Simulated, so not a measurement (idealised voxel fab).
process module | voxel transistor to metal
cross-section cut | 185 nm wide | cells 5 nm
A cross-section is a grid of square cells, given in bands from the top down. A band is one or more rows of cells.
Each band's line starts with the height of the band's top and of its bottom, in nm. Then come its materials from left to right, each with its width in nm. One material with "throughout" fills the band from edge to edge. "air" is empty space.
Height 0 is the level under which the wafer as received is all one material. The lowest band goes on downwards, as in "0 down".
A width such as "30 to 40" changes by the same amount from each row of cells to the next, from the band's top row to its bottom row.
"no change" after a step means that no cell of the cross-section changed.
closed voids: empty space of 8 cells or more with no open way to the top, each as width x height at its distance from the left edge, in nm
after a step's settings: what the simulator itself notes on the step
overlay nm, on a step with a mask: how far to the right of its planned place the mask lay; to the left if negative
plan
1 op RECEIVE | material Si
2 op CONFORMAL_DEP | material SiO2 | thk nm 5
3 op CONFORMAL_DEP | material SiN | thk nm 10
4 op MASKED_ETCH | tone cover | mask id ACTIVE | width nm 95 | etch materials SiN | depth nm 10 | overlay nm 0
5 op MASKED_ETCH | tone cover | mask id ACTIVE | width nm 95 | etch materials SiO2 | depth nm 5 | overlay nm 0
6 op MASKED_ETCH | tone cover | mask id ACTIVE | width nm 95 | etch materials Si | depth nm 30 | overlay nm 0
7 op FILL_DEP | material SiO2 | thk nm 10
8 op CMP | height nm 15
9 op SELECTIVE_ETCH | etch materials SiO2 | depth nm 5
10 op STRIP | etch materials SiN
11 op SELECTIVE_ETCH | etch materials SiO2 | depth nm 5
12 op OXIDIZE | depth nm 5
13 op DIRECTIONAL_DEP | material polySi | thk nm 30
14 op DIRECTIONAL_DEP | material SiCN | thk nm 10
15 op MASKED_ETCH | tone cover | mask id GATE | width nm 15 | etch materials SiCN | depth nm 20 | overlay nm 0
16 op MASKED_ETCH | tone cover | mask id GATE | width nm 15 | etch materials polySi | depth nm 40 | overlay nm 0
17 op CONFORMAL_DEP | material SiN | thk nm 10
18 op DIRECTIONAL_ETCH | etch materials SiN | depth nm 10
19 op DIRECTIONAL_ETCH | etch materials SiO2 | depth nm 5
20 op DIRECTIONAL_ETCH | etch materials Si | depth nm 10
21 op EPI | material nSi | thk nm 10
22 op FILL_DEP | material SiO2 | thk nm 10
23 op CMP | height nm 40
24 op DIRECTIONAL_DEP | material SiO2 | thk nm 10
25 op PATTERN | tone open | mask id CONTACT | material resist | width nm 30 | pitch nm 55 | thk nm 20 | overlay nm 0
26 op DIRECTIONAL_ETCH | etch materials SiO2 | depth nm 55
27 op STRIP | etch materials resist
28 op CONFORMAL_DEP | material TiN | thk nm 5
29 op FILL_DEP | material Ru | thk nm 5
30 op CMP | height nm 50
31 op DIRECTIONAL_DEP | material TiN | thk nm 5
32 op DIRECTIONAL_DEP | material W | thk nm 15
33 op PATTERN | tone cover | mask id METAL_1 | material resist | width nm 20 | pitch nm 65 | thk nm 20 | overlay nm 0
34 op DIRECTIONAL_ETCH | etch materials W | depth nm 15
35 op DIRECTIONAL_ETCH | etch materials TiN | depth nm 5
36 op STRIP | etch materials resist
37 op CONFORMAL_DEP | material SiCN | thk nm 5
38 op FILL_DEP | material SiO2 | thk nm 5
39 op CMP | height nm 70
40 op CONFORMAL_DEP | material SiN | thk nm 5
as received, after step 1
  0 down: Si throughout
  closed voids: none
first wafer at the end, as planned
  75 to 70: SiN throughout
  70 to 55: SiO2 45 | SiCN 5 | W 20 | SiCN 5 | SiO2 35 | SiCN 5 | W 20 | SiCN 5 | SiO2 45
  55 to 50: SiCN 50 | TiN 20 | SiCN 45 | TiN 20 | SiCN 50
  50 to 40: SiO2 50 | TiN 5 | Ru 20 to 15 | TiN 5 to 10 | SiO2 25 | TiN 5 to 10 | Ru 20 to 15 | TiN 5 | SiO2 50
  40 to 30: SiO2 50 | TiN 5 | Ru 15 | TiN 5 | SiN 10 | SiCN 15 | SiN 10 | TiN 5 | Ru 15 | TiN 5 | SiO2 50
  30 to 10: SiO2 50 | TiN 5 | Ru 15 | TiN 5 | SiN 10 | polySi 15 | SiN 10 | TiN 5 | Ru 15 | TiN 5 | SiO2 50
  10 to 5: SiO2 50 | TiN 25 | SiN 10 | polySi 15 | SiN 10 | TiN 25 | SiO2 50
  5 to 0: SiO2 40 | SiN 10 | nSi 10 | TiN 5 | nSi 10 | SiN 10 | polySi 15 | SiN 10 | nSi 10 | TiN 5 | nSi 10 | SiN 10 | SiO2 40
  0 to -5: SiO2 50 | nSi 10 | TiN 5 | nSi 10 | SiO2 35 | nSi 10 | TiN 5 | nSi 10 | SiO2 50
  -5 to -15: SiO2 45 | Si 5 | nSi 25 | Si 35 | nSi 25 | Si 5 | SiO2 45
  -15 to -30: SiO2 45 | Si 95 | SiO2 45
  -30 down: Si throughout
  closed voids: none
second wafer at the end: like start, like plan, one mistake
  75 to 70: SiN throughout
  70 to 55: SiO2 45 | SiCN 5 | W 20 | SiCN 5 | SiO2 35 | SiCN 5 | W 20 | SiCN 5 | SiO2 45
  55 to 50: SiCN 50 | TiN 20 | SiCN 45 | TiN 20 | SiCN 50
  50 to 40: SiO2 50 | TiN 5 | Ru 20 to 15 | TiN 5 to 10 | SiO2 25 | TiN 5 to 10 | Ru 20 to 15 | TiN 5 | SiO2 50
  40 to 30: SiO2 50 | TiN 5 | Ru 15 | TiN 5 | SiN 10 | SiCN 15 | SiN 10 | TiN 5 | Ru 15 | TiN 5 | SiO2 50
  30 to 10: SiO2 50 | TiN 5 | Ru 15 | TiN 5 | SiN 10 | polySi 15 | SiN 10 | TiN 5 | Ru 15 | TiN 5 | SiO2 50
  10 to 5: SiO2 50 | TiN 25 | SiN 10 | polySi 15 | SiN 10 | TiN 25 | SiO2 50
  5 to 0: SiO2 40 | SiN 10 | nSi 10 | TiN 5 | nSi 10 | SiN 10 | polySi 15 | SiN 10 | nSi 10 | TiN 5 | nSi 10 | SiN 10 | SiO2 40
  0 to -5: SiO2 50 | nSi 10 | TiN 5 | nSi 10 | SiO2 35 | nSi 10 | TiN 5 | nSi 10 | SiO2 50
  -5 to -15: SiO2 45 | Si 5 | nSi 25 | Si 35 | nSi 25 | Si 5 | SiO2 45
  -15 to -60: SiO2 45 | Si 95 | SiO2 45
  -60 down: Si throughout
  closed voids: none
what went wrong: step 6 was run twice
at the end the second wafer has, in cells: 108 fewer of Si | 108 more of SiO2
